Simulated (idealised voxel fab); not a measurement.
This section sets out a process module, namely voxel capacitor over wiring.
170 nm wide, 5 nm square cells: that's cross-section cut.
In this document a cross-section is written as a grid of square cells. It is given as a series of bands, listed from the top down, and a band is one or more rows of cells.
A band entry consists of two parts. The first gives the height of the band's top and the height of its bottom, in nm. The rest lists the band's materials from left to right, each with its width in nm. A single material labelled with the word "throughout" fills the band from edge to edge, and the word "blank" marks empty space.
Note: height 0 marks the level under which the wafer is uniformly one material as received. Lowest band unbounded below, written "0 down".
Note: "30..40" means the width goes from the first number (top row of the band) to the second number (bottom row) in equal steps per row of cells.
Step marked "left unchanged"? Then no cell in the cross-section changed in it.
Heads up: "Enclosed internal cavities" only lists the empty pockets with no open path to the top that are 8 cells or more, and it writes them as width x height at distance, distance from the left edge, in nm.
Post-settings text on a step line: simulator's own remark regarding the step.
What "overlay nm" on a step's line means: if the step has a mask, that mask lay this far to the right of its planned place, or, when the value is negative, to the left.

This section lists the process steps that were planned:
| 1 | RECEIVE,material Si |
| 2 | CONFORMAL_DEP,material SiO2,thk nm 10 |
| 3 | CONFORMAL_DEP,material SiCN,thk nm 5 |
| 4 | DIRECTIONAL_DEP,material lowk,thk nm 25 |
| 5 | MASKED_ETCH,tone open,mask id METAL_1,width nm 30,pitch nm 100,etch materials lowk,depth nm 25,overlay nm 0 |
| 6 | MASKED_ETCH,tone open,mask id METAL_1,width nm 30,pitch nm 100,etch materials SiCN,depth nm 5,overlay nm 0 |
| 7 | CONFORMAL_DEP,material TiN,thk nm 5 |
| 8 | FILL_DEP,material Ru,thk nm 5 |
| 9 | CMP,height nm 40 |
| 10 | CONFORMAL_DEP,material SiCN,thk nm 5 |
| 11 | DIRECTIONAL_DEP,material SiO2,thk nm 10 |
| 12 | DIRECTIONAL_DEP,material aC,thk nm 10 |
| 13 | PATTERN,tone open,mask id PLUG_1,material resist,width nm 15,thk nm 30,overlay nm 0 |
| 14 | DIRECTIONAL_ETCH,etch materials aC,depth nm 10 |
| 15 | STRIP,etch materials resist |
| 16 | DIRECTIONAL_ETCH,etch materials SiO2,depth nm 10 |
| 17 | DIRECTIONAL_ETCH,etch materials SiCN,depth nm 5 |
| 18 | STRIP,etch materials aC |
| 19 | EPI,material Ru,thk nm 10 |
| 20 | EPI,material Ru,thk nm 5 |
| 21 | DIRECTIONAL_DEP,material TiN,thk nm 5 |
| 22 | DIRECTIONAL_DEP,material SiN,thk nm 5 |
| 23 | DIRECTIONAL_DEP,material TiN,thk nm 5 |
| 24 | DIRECTIONAL_DEP,material aC,thk nm 10 |
| 25 | PATTERN,tone cover,mask id UPPER_PLATE,material resist,width nm 75,thk nm 30,overlay nm 0 |
| 26 | DIRECTIONAL_ETCH,etch materials aC,depth nm 10 |
| 27 | STRIP,etch materials resist |
| 28 | DIRECTIONAL_ETCH,etch materials TiN,depth nm 5 |
| 29 | DIRECTIONAL_ETCH,etch materials SiN,depth nm 5 |
| 30 | STRIP,etch materials aC |
| 31 | PATTERN,tone cover,mask id LOWER_PLATE,material resist,width nm 85,thk nm 20,overlay nm 0 |
| 32 | DIRECTIONAL_ETCH,etch materials TiN,depth nm 5 |
| 33 | STRIP,etch materials resist |
| 34 | FILL_DEP,material SiO2,thk nm 20 |
| 35 | CMP,height nm 85 |
| 36 | PATTERN,tone open,mask id PLUG_2,material resist,width nm 15,thk nm 15,overlay nm 0 |
| 37 | DIRECTIONAL_ETCH,etch materials SiO2,depth nm 5 |
| 38 | STRIP,etch materials resist |
| 39 | CONFORMAL_DEP,material TiN,thk nm 5 |
| 40 | FILL_DEP,material W,thk nm 10 |
| 41 | CMP,height nm 85 |
| 42 | CONFORMAL_DEP,material SiN,thk nm 5 |
The plan shows the depth nm of step 37 as the first wafer had it; this setting differs between the wafers, which start out alike.

The as-received cross-section of the first of several wafers corresponds to the state after step 1:
> 0 down = Si throughout
> Enclosed internal cavities: none

Tabulated below, wafer by wafer, are the end-of-module results: for each material, the number of cells gained (+) or lost (-) relative to the as-received state, followed by the closed voids:
depth nm 5, +49 Ru, +53 SiCN, +49 SiN, +284 SiO2, +67 TiN, +110 lowk, Enclosed internal cavities: none
depth nm 10, +49 Ru, +53 SiCN, +49 SiN, +281 SiO2, +69 TiN, +1 W, +110 lowk, Enclosed internal cavities: none
depth nm 15, +49 Ru, +53 SiCN, +49 SiN, +278 SiO2, +71 TiN, +2 W, +110 lowk, Enclosed internal cavities: none
depth nm 20, +49 Ru, +53 SiCN, +49 SiN, +278 SiO2, +71 TiN, +2 W, +110 lowk, Enclosed internal cavities: none
depth nm 25, +49 Ru, +53 SiCN, +49 SiN, +278 SiO2, +71 TiN, +2 W, +110 lowk, Enclosed internal cavities: none
depth nm 30, +49 Ru, +53 SiCN, +49 SiN, +278 SiO2, +71 TiN, +2 W, +110 lowk, Enclosed internal cavities: none
